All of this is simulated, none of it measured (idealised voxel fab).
Name of the process module below: voxel air gaps
Square cell edge 5 nm, section width 220 nm, ID cut.
Square cells in a grid make up a cross-section in this document, and the grid is given as bands, listed from the top down, each one or more rows of cells.
Quick guide to a band line: top height, bottom height (nm) up front; then every material left to right with its width in nm. Only one material and it's marked "full width"? Then it fills the band edge to edge. And "air" just means empty space.
Height is counted from the level 0, under which the received wafer is composed throughout of one material. The lowest of the bands is not closed at the bottom but continues downward, in the notation "top 0, no bottom".
Width spec "30..40" -> top row of cells at first value, bottom row at second value, equal per-row change in between.
Basically "nothing was modified" means that step didn't change any cell in the cross-section.
Empty spaces counting at least 8 cells and having no open way to the top are listed in "Sealed-off cavities". The notation width x height at distance is used for each, the distance being from the left edge and all three values in nm.
That trailing text on a step's line, after the settings, is the simulator's own remark on the step.
On any step carrying a mask, the "overlay nm" setting, if present on the step's line, tells how far right of its planned place the mask lay; negative values point to the left.
What follows is a series of pairs. Each pair shows a cross-section before one process step and the cross-section after it, and the after view is drawn only down to the lowest band that changed. Beneath each pair is the step that lies between the two, with its settings. Pairs may come from different runs of this module on the same starting wafer, so a pair continues from the one above it only where its entry headed "Pre-step section" says so.
Pre-step section:
	top 55, bottom 45  15 nm air; 40 nm Ru; 10 nm air; 40 nm Ru; 10 nm air; 40 nm Ru; 10 nm air; 40 nm Ru; 15 nm air
	top 45, bottom 20  25 nm air; 5 nm TiN; 10 nm Ru; 5 nm TiN; 30 nm air; 5 nm TiN; 10 nm Ru; 5 nm TiN; 30 nm air; 5 nm TiN; 10 nm Ru; 5 nm TiN; 30 nm air; 5 nm TiN; 10 nm Ru; 5 nm TiN; 25 nm air
	top 20, bottom 15  25 nm air; 20 nm TiN; 30 nm air; 20 nm TiN; 30 nm air; 20 nm TiN; 30 nm air; 20 nm TiN; 25 nm air
	top 15, bottom 10  SiCN full width
	top 10, bottom 0  SiO2 full width
	top 0, no bottom  Si full width
	Sealed-off cavities: none
Post-Step Geometry:
	top 60, bottom 55  10 nm air; 200 nm SiCN; 10 nm air
	top 55, bottom 45  10 nm air; 5 nm SiCN; 40 nm Ru; 10 nm SiCN; 40 nm Ru; 10 nm SiCN; 40 nm Ru; 10 nm SiCN; 40 nm Ru; 5 nm SiCN; 10 nm air
	top 45, bottom 40  10 nm air; 15 nm SiCN; 5 nm TiN; 10 nm Ru; 5 nm TiN; 30 nm SiCN; 5 nm TiN; 10 nm Ru; 5 nm TiN; 30 nm SiCN; 5 nm TiN; 10 nm Ru; 5 nm TiN; 30 nm SiCN; 5 nm TiN; 10 nm Ru; 5 nm TiN; 15 nm SiCN; 10 nm air
	top 40, bottom 20  20 nm air; 5 nm SiCN; 5 nm TiN; 10 nm Ru; 5 nm TiN; 5 nm SiCN; 20 nm air; 5 nm SiCN; 5 nm TiN; 10 nm Ru; 5 nm TiN; 5 nm SiCN; 20 nm air; 5 nm SiCN; 5 nm TiN; 10 nm Ru; 5 nm TiN; 5 nm SiCN; 20 nm air; 5 nm SiCN; 5 nm TiN; 10 nm Ru; 5 nm TiN; 5 nm SiCN; 20 nm air
	top 20, bottom 15  25 nm SiCN; 20 nm TiN; 30 nm SiCN; 20 nm TiN; 30 nm SiCN; 20 nm TiN; 30 nm SiCN; 20 nm TiN; 25 nm SiCN
	Below a height of 15, the structure has not been altered.
	Sealed-off cavities: 20 x 20 at 50; 20 x 20 at 100; 20 x 20 at 150
Going from one cross-section above to the next, the wafer undergoes CONFORMAL_DEP with material SiCN, thk nm 5
Pre-step section:
	top 45, bottom 15  SiO2 full width
	top 15, bottom 10  SiCN full width
	top 10, bottom 0  SiO2 full width
	top 0, no bottom  Si full width
	Sealed-off cavities: none
Post-Step Geometry:
	top 60, bottom 45  15 nm resist; 25 nm air; 25 nm resist; 25 nm air; 25 nm resist; 25 nm air; 25 nm resist; 25 nm air; 30 nm resist
	Below a height of 45, the structure has not been altered.
	Sealed-off cavities: none
Going from one cross-section above to the next, the wafer undergoes PATTERN with tone open, mask id LINES, material resist, width nm 25, pitch nm 50, thk nm 15, overlay nm -5
Pre-step section: we pick up right where the pair above leaves off, with its after cross-section.
Post-Step Geometry:
	top 60, bottom 45  15 nm resist; 25 nm air; 25 nm resist; 25 nm air; 25 nm resist; 25 nm air; 25 nm resist; 25 nm air; 30 nm resist
	top 45, bottom 15  15 nm SiO2; 25 nm air; 25 nm SiO2; 25 nm air; 25 nm SiO2; 25 nm air; 25 nm SiO2; 25 nm air; 30 nm SiO2
	Below a height of 15, the structure has not been altered.
	Sealed-off cavities: none
Going from one cross-section above to the next, the wafer undergoes DIRECTIONAL_ETCH with etch materials SiO2, depth nm 30
Pre-step section: we pick up right where the pair above leaves off, with its after cross-section.
Post-Step Geometry:
	top 45, bottom 15  15 nm SiO2; 25 nm air; 25 nm SiO2; 25 nm air; 25 nm SiO2; 25 nm air; 25 nm SiO2; 25 nm air; 30 nm SiO2
	Below a height of 15, the structure has not been altered.
	Sealed-off cavities: none
Going from one cross-section above to the next, the wafer undergoes STRIP with etch materials resist
Pre-step section: we pick up right where the pair above leaves off, with its after cross-section.
Post-Step Geometry:
	top 50, bottom 45  20 nm TiN; 15 nm air; 35 nm TiN; 15 nm air; 35 nm TiN; 15 nm air; 35 nm TiN; 15 nm air; 35 nm TiN
	top 45, bottom 20  15 nm SiO2; 5 nm TiN; 15 nm air; 5 nm TiN; 25 nm SiO2; 5 nm TiN; 15 nm air; 5 nm TiN; 25 nm SiO2; 5 nm TiN; 15 nm air; 5 nm TiN; 25 nm SiO2; 5 nm TiN; 15 nm air; 5 nm TiN; 30 nm SiO2
	top 20, bottom 15  15 nm SiO2; 25 nm TiN; 25 nm SiO2; 25 nm TiN; 25 nm SiO2; 25 nm TiN; 25 nm SiO2; 25 nm TiN; 30 nm SiO2
	Below a height of 15, the structure has not been altered.
	Sealed-off cavities: none
Going from one cross-section above to the next, the wafer undergoes CONFORMAL_DEP with material TiN, thk nm 5
Pre-step section: we pick up right where the pair above leaves off, with its after cross-section.
Post-Step Geometry:
	top 55, bottom 50  Ru full width
	top 50, bottom 45  20 nm TiN; 15 nm Ru; 35 nm TiN; 15 nm Ru; 35 nm TiN; 15 nm Ru; 35 nm TiN; 15 nm Ru; 35 nm TiN
	top 45, bottom 20  15 nm SiO2; 5 nm TiN; 15 nm Ru; 5 nm TiN; 25 nm SiO2; 5 nm TiN; 15 nm Ru; 5 nm TiN; 25 nm SiO2; 5 nm TiN; 15 nm Ru; 5 nm TiN; 25 nm SiO2; 5 nm TiN; 15 nm Ru; 5 nm TiN; 30 nm SiO2
	Below a height of 20, the structure has not been altered.
	Sealed-off cavities: none
Going from one cross-section above to the next, the wafer undergoes FILL_DEP with material Ru, thk nm 5
Pre-step section: we pick up right where the pair above leaves off, with its after cross-section.
Post-Step Geometry:
	top 45, bottom 20  15 nm SiO2; 5 nm TiN; 15 nm Ru; 5 nm TiN; 25 nm SiO2; 5 nm TiN; 15 nm Ru; 5 nm TiN; 25 nm SiO2; 5 nm TiN; 15 nm Ru; 5 nm TiN; 25 nm SiO2; 5 nm TiN; 15 nm Ru; 5 nm TiN; 30 nm SiO2
	Below a height of 20, the structure has not been altered.
	Sealed-off cavities: none
Going from one cross-section above to the next, the wafer undergoes CMP with height nm 45
Pre-step section: we pick up right where the pair above leaves off, with its after cross-section.
Post-Step Geometry:
	top 55, bottom 45  5 nm air; 45 nm Ru; 5 nm air; 45 nm Ru; 5 nm air; 45 nm Ru; 5 nm air; 45 nm Ru; 20 nm air
	Below a height of 45, the structure has not been altered.
	Sealed-off cavities: none
Going from one cross-section above to the next, the wafer undergoes EPI with material Ru, thk nm 10
Pre-step section: we pick up right where the pair above leaves off, with its after cross-section.
Post-Step Geometry:
	top 55, bottom 45  5 nm air; 45 nm Ru; 5 nm air; 45 nm Ru; 5 nm air; 45 nm Ru; 5 nm air; 45 nm Ru; 20 nm air
	top 45, bottom 20  15 nm air; 5 nm TiN; 15 nm Ru; 5 nm TiN; 25 nm air; 5 nm TiN; 15 nm Ru; 5 nm TiN; 25 nm air; 5 nm TiN; 15 nm Ru; 5 nm TiN; 25 nm air; 5 nm TiN; 15 nm Ru; 5 nm TiN; 30 nm air
	top 20, bottom 15  15 nm air; 25 nm TiN; 25 nm air; 25 nm TiN; 25 nm air; 25 nm TiN; 25 nm air; 25 nm TiN; 30 nm air
	Below a height of 15, the structure has not been altered.
	Sealed-off cavities: none
Going from one cross-section above to the next, the wafer undergoes SELECTIVE_ETCH with etch materials SiO2, depth nm 40
Pre-step section: we pick up right where the pair above leaves off, with its after cross-section.
Post-Step Geometry:
	top 60, bottom 55  205 nm SiCN; 15 nm air
	top 55, bottom 45  5 nm SiCN; 45 nm Ru; 5 nm SiCN; 45 nm Ru; 5 nm SiCN; 45 nm Ru; 5 nm SiCN; 45 nm Ru; 5 nm SiCN; 15 nm air
	top 45, bottom 40  15 nm SiCN; 5 nm TiN; 15 nm Ru; 5 nm TiN; 25 nm SiCN; 5 nm TiN; 15 nm Ru; 5 nm TiN; 25 nm SiCN; 5 nm TiN; 15 nm Ru; 5 nm TiN; 25 nm SiCN; 5 nm TiN; 15 nm Ru; 5 nm TiN; 15 nm SiCN; 15 nm air
	top 40, bottom 20  10 nm air; 5 nm SiCN; 5 nm TiN; 15 nm Ru; 5 nm TiN; 5 nm SiCN; 15 nm air; 5 nm SiCN; 5 nm TiN; 15 nm Ru; 5 nm TiN; 5 nm SiCN; 15 nm air; 5 nm SiCN; 5 nm TiN; 15 nm Ru; 5 nm TiN; 5 nm SiCN; 15 nm air; 5 nm SiCN; 5 nm TiN; 15 nm Ru; 5 nm TiN; 5 nm SiCN; 25 nm air
	top 20, bottom 15  15 nm SiCN; 25 nm TiN; 25 nm SiCN; 25 nm TiN; 25 nm SiCN; 25 nm TiN; 25 nm SiCN; 25 nm TiN; 30 nm SiCN
	Below a height of 15, the structure has not been altered.
	Sealed-off cavities: 10 x 20 at 0; 15 x 20 at 45; 15 x 20 at 95; 15 x 20 at 145
Going from one cross-section above to the next, the wafer undergoes CONFORMAL_DEP with material SiCN, thk nm 5
Pre-step section:
	top 45, bottom 15  20 nm SiO2; 25 nm air; 25 nm SiO2; 25 nm air; 25 nm SiO2; 25 nm air; 25 nm SiO2; 25 nm air; 25 nm SiO2
	top 15, bottom 10  SiCN full width
	top 10, bottom 0  SiO2 full width
	top 0, no bottom  Si full width
	Sealed-off cavities: none
Post-Step Geometry:
	top 50, bottom 45  25 nm SiCN; 15 nm air; 35 nm SiCN; 15 nm air; 35 nm SiCN; 15 nm air; 35 nm SiCN; 15 nm air; 30 nm SiCN
	top 45, bottom 20  20 nm SiO2; 5 nm SiCN; 15 nm air; 5 nm SiCN; 25 nm SiO2; 5 nm SiCN; 15 nm air; 5 nm SiCN; 25 nm SiO2; 5 nm SiCN; 15 nm air; 5 nm SiCN; 25 nm SiO2; 5 nm SiCN; 15 nm air; 5 nm SiCN; 25 nm SiO2
	top 20, bottom 15  20 nm SiO2; 25 nm SiCN; 25 nm SiO2; 25 nm SiCN; 25 nm SiO2; 25 nm SiCN; 25 nm SiO2; 25 nm SiCN; 25 nm SiO2
	Below a height of 15, the structure has not been altered.
	Sealed-off cavities: none
Going from one cross-section above to the next, the wafer undergoes CONFORMAL_DEP with material SiCN, thk nm 5
Pre-step section: we pick up right where the pair above leaves off, with its after cross-section.
Post-Step Geometry:
	top 55, bottom 50  Ru full width
	top 50, bottom 45  25 nm SiCN; 15 nm Ru; 35 nm SiCN; 15 nm Ru; 35 nm SiCN; 15 nm Ru; 35 nm SiCN; 15 nm Ru; 30 nm SiCN
	top 45, bottom 20  20 nm SiO2; 5 nm SiCN; 15 nm Ru; 5 nm SiCN; 25 nm SiO2; 5 nm SiCN; 15 nm Ru; 5 nm SiCN; 25 nm SiO2; 5 nm SiCN; 15 nm Ru; 5 nm SiCN; 25 nm SiO2; 5 nm SiCN; 15 nm Ru; 5 nm SiCN; 25 nm SiO2
	Below a height of 20, the structure has not been altered.
	Sealed-off cavities: none
Going from one cross-section above to the next, the wafer undergoes FILL_DEP with material Ru, thk nm 5
Pre-step section: we pick up right where the pair above leaves off, with its after cross-section.
Post-Step Geometry:
	top 45, bottom 20  20 nm SiO2; 5 nm SiCN; 15 nm Ru; 5 nm SiCN; 25 nm SiO2; 5 nm SiCN; 15 nm Ru; 5 nm SiCN; 25 nm SiO2; 5 nm SiCN; 15 nm Ru; 5 nm SiCN; 25 nm SiO2; 5 nm SiCN; 15 nm Ru; 5 nm SiCN; 25 nm SiO2
	Below a height of 20, the structure has not been altered.
	Sealed-off cavities: none
Going from one cross-section above to the next, the wafer undergoes CMP with height nm 45
Pre-step section: we pick up right where the pair above leaves off, with its after cross-section.
Post-Step Geometry:
	top 55, bottom 45  15 nm air; 35 nm Ru; 15 nm air; 35 nm Ru; 15 nm air; 35 nm Ru; 15 nm air; 35 nm Ru; 20 nm air
	Below a height of 45, the structure has not been altered.
	Sealed-off cavities: none
Going from one cross-section above to the next, the wafer undergoes EPI with material Ru, thk nm 10
Pre-step section: we pick up right where the pair above leaves off, with its after cross-section.
Post-Step Geometry:
	top 55, bottom 45  15 nm air; 35 nm Ru; 15 nm air; 35 nm Ru; 15 nm air; 35 nm Ru; 15 nm air; 35 nm Ru; 20 nm air
	top 45, bottom 20  20 nm air; 5 nm SiCN; 15 nm Ru; 5 nm SiCN; 25 nm air; 5 nm SiCN; 15 nm Ru; 5 nm SiCN; 25 nm air; 5 nm SiCN; 15 nm Ru; 5 nm SiCN; 25 nm air; 5 nm SiCN; 15 nm Ru; 5 nm SiCN; 25 nm air
	top 20, bottom 15  20 nm air; 25 nm SiCN; 25 nm air; 25 nm SiCN; 25 nm air; 25 nm SiCN; 25 nm air; 25 nm SiCN; 25 nm air
	Below a height of 15, the structure has not been altered.
	Sealed-off cavities: none
Going from one cross-section above to the next, the wafer undergoes SELECTIVE_ETCH with etch materials SiO2, depth nm 40
Pre-step section: we pick up right where the pair above leaves off, with its after cross-section.
Post-Step Geometry:
	top 60, bottom 55  10 nm air; 45 nm SiCN; 5 nm air; 45 nm SiCN; 5 nm air; 45 nm SiCN; 5 nm air; 45 nm SiCN; 15 nm air
	top 55, bottom 45  10 nm air; 5 nm SiCN; 35 nm Ru; 5 nm SiCN; 5 nm air; 5 nm SiCN; 35 nm Ru; 5 nm SiCN; 5 nm air; 5 nm SiCN; 35 nm Ru; 5 nm SiCN; 5 nm air; 5 nm SiCN; 35 nm Ru; 5 nm SiCN; 15 nm air
	top 45, bottom 40  10 nm air; 15 nm SiCN; 15 nm Ru; 15 nm SiCN; 5 nm air; 15 nm SiCN; 15 nm Ru; 15 nm SiCN; 5 nm air; 15 nm SiCN; 15 nm Ru; 15 nm SiCN; 5 nm air; 15 nm SiCN; 15 nm Ru; 15 nm SiCN; 15 nm air
	top 40, bottom 20  15 nm air; 10 nm SiCN; 15 nm Ru; 10 nm SiCN; 15 nm air; 10 nm SiCN; 15 nm Ru; 10 nm SiCN; 15 nm air; 10 nm SiCN; 15 nm Ru; 10 nm SiCN; 15 nm air; 10 nm SiCN; 15 nm Ru; 10 nm SiCN; 20 nm air
	top 20, bottom 10  SiCN full width
	Below a height of 10, the structure has not been altered.
	Sealed-off cavities: none
Going from one cross-section above to the next, the wafer undergoes CONFORMAL_DEP with material SiCN, thk nm 5
Pre-step section:
	top 45, bottom 15  SiO2 full width
	top 15, bottom 10  SiCN full width
	top 10, bottom 0  SiO2 full width
	top 0, no bottom  Si full width
	Sealed-off cavities: none
Post-Step Geometry:
	top 60, bottom 45  20 nm air; 25 nm resist; 25 nm air; 25 nm resist; 25 nm air; 25 nm resist; 25 nm air; 25 nm resist; 25 nm air
	Below a height of 45, the structure has not been altered.
	Sealed-off cavities: none
Going from one cross-section above to the next, the wafer undergoes PATTERN with tone cover, mask id LINES, material resist, width nm 25, pitch nm 50, thk nm 15, overlay nm 0
Pre-step section: we pick up right where the pair above leaves off, with its after cross-section.
Post-Step Geometry:
	top 60, bottom 45  20 nm air; 25 nm resist; 25 nm air; 25 nm resist; 25 nm air; 25 nm resist; 25 nm air; 25 nm resist; 25 nm air
	top 45, bottom 15  20 nm air; 25 nm SiO2; 25 nm air; 25 nm SiO2; 25 nm air; 25 nm SiO2; 25 nm air; 25 nm SiO2; 25 nm air
	Below a height of 15, the structure has not been altered.
	Sealed-off cavities: none
Going from one cross-section above to the next, the wafer undergoes DIRECTIONAL_ETCH with etch materials SiO2, depth nm 30
Pre-step section: we pick up right where the pair above leaves off, with its after cross-section.
Post-Step Geometry:
	top 45, bottom 15  20 nm air; 25 nm SiO2; 25 nm air; 25 nm SiO2; 25 nm air; 25 nm SiO2; 25 nm air; 25 nm SiO2; 25 nm air
	Below a height of 15, the structure has not been altered.
	Sealed-off cavities: none
Going from one cross-section above to the next, the wafer undergoes STRIP with etch materials resist
Pre-step section: we pick up right where the pair above leaves off, with its after cross-section.
Post-Step Geometry:
	top 50, bottom 45  15 nm air; 35 nm TiN; 15 nm air; 35 nm TiN; 15 nm air; 35 nm TiN; 15 nm air; 35 nm TiN; 20 nm air
	top 45, bottom 20  15 nm air; 5 nm TiN; 25 nm SiO2; 5 nm TiN; 15 nm air; 5 nm TiN; 25 nm SiO2; 5 nm TiN; 15 nm air; 5 nm TiN; 25 nm SiO2; 5 nm TiN; 15 nm air; 5 nm TiN; 25 nm SiO2; 5 nm TiN; 20 nm air
	top 20, bottom 15  20 nm TiN; 25 nm SiO2; 25 nm TiN; 25 nm SiO2; 25 nm TiN; 25 nm SiO2; 25 nm TiN; 25 nm SiO2; 25 nm TiN
	Below a height of 15, the structure has not been altered.
	Sealed-off cavities: none
Going from one cross-section above to the next, the wafer undergoes CONFORMAL_DEP with material TiN, thk nm 5
Pre-step section: we pick up right where the pair above leaves off, with its after cross-section.
Post-Step Geometry:
	top 55, bottom 50  Ru full width
	top 50, bottom 45  15 nm Ru; 35 nm TiN; 15 nm Ru; 35 nm TiN; 15 nm Ru; 35 nm TiN; 15 nm Ru; 35 nm TiN; 20 nm Ru
	top 45, bottom 20  15 nm Ru; 5 nm TiN; 25 nm SiO2; 5 nm TiN; 15 nm Ru; 5 nm TiN; 25 nm SiO2; 5 nm TiN; 15 nm Ru; 5 nm TiN; 25 nm SiO2; 5 nm TiN; 15 nm Ru; 5 nm TiN; 25 nm SiO2; 5 nm TiN; 20 nm Ru
	Below a height of 20, the structure has not been altered.
	Sealed-off cavities: none
Going from one cross-section above to the next, the wafer undergoes FILL_DEP with material Ru, thk nm 5
Pre-step section: we pick up right where the pair above leaves off, with its after cross-section.
Post-Step Geometry:
	top 45, bottom 20  15 nm Ru; 5 nm TiN; 25 nm SiO2; 5 nm TiN; 15 nm Ru; 5 nm TiN; 25 nm SiO2; 5 nm TiN; 15 nm Ru; 5 nm TiN; 25 nm SiO2; 5 nm TiN; 15 nm Ru; 5 nm TiN; 25 nm SiO2; 5 nm TiN; 20 nm Ru
	Below a height of 20, the structure has not been altered.
	Sealed-off cavities: none
Going from one cross-section above to the next, the wafer undergoes CMP with height nm 45
Pre-step section: we pick up right where the pair above leaves off, with its after cross-section.
Post-Step Geometry:
	top 55, bottom 45  30 nm Ru; 5 nm air; 45 nm Ru; 5 nm air; 45 nm Ru; 5 nm air; 45 nm Ru; 5 nm air; 35 nm Ru
	Below a height of 45, the structure has not been altered.
	Sealed-off cavities: none
Going from one cross-section above to the next, the wafer undergoes EPI with material Ru, thk nm 10
Pre-step section: we pick up right where the pair above leaves off, with its after cross-section.
Post-Step Geometry:
	top 55, bottom 45  30 nm Ru; 5 nm air; 45 nm Ru; 5 nm air; 45 nm Ru; 5 nm air; 45 nm Ru; 5 nm air; 35 nm Ru
	top 45, bottom 20  15 nm Ru; 5 nm TiN; 25 nm air; 5 nm TiN; 15 nm Ru; 5 nm TiN; 25 nm air; 5 nm TiN; 15 nm Ru; 5 nm TiN; 25 nm air; 5 nm TiN; 15 nm Ru; 5 nm TiN; 25 nm air; 5 nm TiN; 20 nm Ru
	top 20, bottom 15  20 nm TiN; 25 nm air; 25 nm TiN; 25 nm air; 25 nm TiN; 25 nm air; 25 nm TiN; 25 nm air; 25 nm TiN
	Below a height of 15, the structure has not been altered.
	Sealed-off cavities: none
Going from one cross-section above to the next, the wafer undergoes SELECTIVE_ETCH with etch materials SiO2, depth nm 40
Pre-step section: we pick up right where the pair above leaves off, with its after cross-section.
Post-Step Geometry:
	top 60, bottom 55  SiCN full width
	top 55, bottom 45  30 nm Ru; 5 nm SiCN; 45 nm Ru; 5 nm SiCN; 45 nm Ru; 5 nm SiCN; 45 nm Ru; 5 nm SiCN; 35 nm Ru
	top 45, bottom 40  15 nm Ru; 5 nm TiN; 25 nm SiCN; 5 nm TiN; 15 nm Ru; 5 nm TiN; 25 nm SiCN; 5 nm TiN; 15 nm Ru; 5 nm TiN; 25 nm SiCN; 5 nm TiN; 15 nm Ru; 5 nm TiN; 25 nm SiCN; 5 nm TiN; 20 nm Ru
	top 40, bottom 20  15 nm Ru; 5 nm TiN; 5 nm SiCN; 15 nm air; 5 nm SiCN; 5 nm TiN; 15 nm Ru; 5 nm TiN; 5 nm SiCN; 15 nm air; 5 nm SiCN; 5 nm TiN; 15 nm Ru; 5 nm TiN; 5 nm SiCN; 15 nm air; 5 nm SiCN; 5 nm TiN; 15 nm Ru; 5 nm TiN; 5 nm SiCN; 15 nm air; 5 nm SiCN; 5 nm TiN; 20 nm Ru
	top 20, bottom 15  20 nm TiN; 25 nm SiCN; 25 nm TiN; 25 nm SiCN; 25 nm TiN; 25 nm SiCN; 25 nm TiN; 25 nm SiCN; 25 nm TiN
	Below a height of 15, the structure has not been altered.
	Sealed-off cavities: 15 x 20 at 25; 15 x 20 at 75; 15 x 20 at 125; 15 x 20 at 175
Going from one cross-section above to the next, the wafer undergoes CONFORMAL_DEP with material SiCN, thk nm 5
